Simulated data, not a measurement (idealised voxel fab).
You're looking at the process module voxel self aligned vias.
Pictured: cross-section cut, 290 nm wide, on a grid of 5 nm square cells.
For the purposes of this document, a cross-section shall be understood as a grid of square cells, specified as bands listed in top-to-bottom order, each band consisting of one or more rows of cells.
Top height, bottom height, nm. Materials left to right, width each, nm. Single material + "all across" = fills band edge to edge. "blank" = empty.
Ref level 0: as-received wafer is one material below here. Bottom band extends down with no lower bound ("0 -> down").
Note: "30 to 40" means the width goes from the first number (top row of the band) to the second number (bottom row) in equal steps per row of cells.
You'll sometimes find "everything unchanged" written for a step, and that's the way of saying that nowhere in the cross-section did a cell change during that step.
Any empty space of 8 cells or more lacking an open way to the top shows up in "Trapped void list" as width x height at distance, distance from the left edge, in nm.
That trailing text on a step's line, after the settings, is the simulator's own remark on the step.
The setting "overlay nm" may be written on the line of a step. When the step uses a mask, the value reports how far to the right of the planned place the mask lay, and a negative value reports that it lay to the left.
## The process steps that were planned are listed below
1: RECEIVE,material Si
2: CONFORMAL_DEP,material SiO2,thk nm 15
3: CONFORMAL_DEP,material SiCN,thk nm 5
4: DIRECTIONAL_DEP,material SiO2,thk nm 20
5: PATTERN,tone open,mask id LINES,material resist,width nm 25,pitch nm 55,thk nm 15,overlay nm 0
6: DIRECTIONAL_ETCH,etch materials SiO2,depth nm 20
7: STRIP,etch materials resist
8: CONFORMAL_DEP,material TiN,thk nm 5
9: FILL_DEP,material Ru,thk nm 5
10: CMP,height nm 40
11: SELECTIVE_ETCH,etch materials W Ru TiN,depth nm 10
12: FILL_DEP,material SiN,thk nm 10
13: CMP,height nm 40
14: DIRECTIONAL_DEP,material SiO2,thk nm 15
15: DIRECTIONAL_DEP,material aC,thk nm 15
16: PATTERN,tone open,mask id VIAS,material resist,width nm 35,pitch nm 55,thk nm 35,overlay nm 0
17: DIRECTIONAL_ETCH,etch materials aC,depth nm 15
18: STRIP,etch materials resist
19: DIRECTIONAL_ETCH,etch materials SiO2,depth nm 15
20: DIRECTIONAL_ETCH,etch materials SiN,depth nm 10
21: STRIP,etch materials aC
22: CONFORMAL_DEP,material TiN,thk nm 5
23: FILL_DEP,material Ru,thk nm 5
24: CMP,height nm 55
25: CONFORMAL_DEP,material SiCN,thk nm 5
## Shown in cross-section is the wafer as received, that is, as it stands after step 1
  0 -> down = Si all across
  Trapped void list: none
## Look at the cross-section after the module: the wafer started out the way shown above and the plan was the one shown above, yet one mistake was made along the way
  60 -> 55 = SiCN all across
  55 -> 45 = SiO2 100 nm | TiN 5 nm | Ru 25 nm | TiN 5 nm | SiO2 20 nm | TiN 5 nm | Ru 25 nm | TiN 5 nm | SiO2 100 nm
  45 -> 40 = SiO2 100 nm | TiN 35 nm | SiO2 20 nm | TiN 35 nm | SiO2 100 nm
  40 -> 35 = SiCN all across
  35 -> 0 = SiO2 all across
  0 -> down = Si all across
  Trapped void list: none
Finding, execution versus plan: deviation from plan: step 4 and step 3 executed in one another's positions
